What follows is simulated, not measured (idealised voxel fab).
process module | voxel ribs on slabs
cross-section cut | 140 nm wide | cells 5 nm
A cross-section is a grid of square cells, given in bands from the top down. A band is one or more rows of cells.
Each band's line starts with the height of the band's top and of its bottom, in nm. Then come its materials from left to right, each with its width in nm. One material with "throughout" fills the band from edge to edge. "air" is empty space.
Height 0 is the level under which the wafer as received is all one material. The lowest band goes on downwards, as in "0 down".
A width such as "30 to 40" changes by the same amount from each row of cells to the next, from the band's top row to its bottom row.
"no change" after a step means that no cell of the cross-section changed.
closed voids: empty space of 8 cells or more with no open way to the top, each as width x height at its distance from the left edge, in nm
after a step's settings: what the simulator itself notes on the step
overlay nm, on a step with a mask: how far to the right of its planned place the mask lay; to the left if negative
plan
1 op RECEIVE | material Si
2 op DIRECTIONAL_DEP | material SiO2 | thk nm 30
3 op DIRECTIONAL_DEP | material SiN | thk nm 15
4 op DIRECTIONAL_DEP | material aC | thk nm 10
5 op PATTERN | tone cover | mask id RIB | material resist | width nm 20 | thk nm 30 | overlay nm 0
6 op DIRECTIONAL_ETCH | etch materials aC | depth nm 10
7 op STRIP | etch materials resist
8 op DIRECTIONAL_ETCH | etch materials SiN | depth nm 5
9 op STRIP | etch materials aC
10 op MASKED_ETCH | tone cover | mask id SLAB | width nm 90 | etch materials SiN | depth nm 10 | overlay nm 0
11 op FILL_DEP | material SiO2 | thk nm 30
12 op CMP | height nm 65
13 op DIRECTIONAL_DEP | material W | thk nm 10
14 op DIRECTIONAL_DEP | material aC | thk nm 10
15 op PATTERN | tone cover | mask id HEATER | material resist | width nm 40 | thk nm 30 | overlay nm 0
16 op DIRECTIONAL_ETCH | etch materials aC | depth nm 10
17 op STRIP | etch materials resist
18 op DIRECTIONAL_ETCH | etch materials W | depth nm 10
19 op STRIP | etch materials aC
20 op CONFORMAL_DEP | material SiN | thk nm 10
varied across the wafers: width nm of step 5. The plan shows the first wafer's value. All wafers start alike
first wafer as received, after step 1
  0 down: Si throughout
  closed voids: none
each wafer at the end: cells of each material gained (+) or lost (-) since it was received, then its closed voids
width nm 20 | +104 SiN | +324 SiO2 | +16 W | closed voids: none
width nm 25 | +105 SiN | +323 SiO2 | +16 W | closed voids: none
width nm 30 | +106 SiN | +322 SiO2 | +16 W | closed voids: none
width nm 35 | +107 SiN | +321 SiO2 | +16 W | closed voids: none
width nm 40 | +108 SiN | +320 SiO2 | +16 W | closed voids: none
width nm 45 | +109 SiN | +319 SiO2 | +16 W | closed voids: none
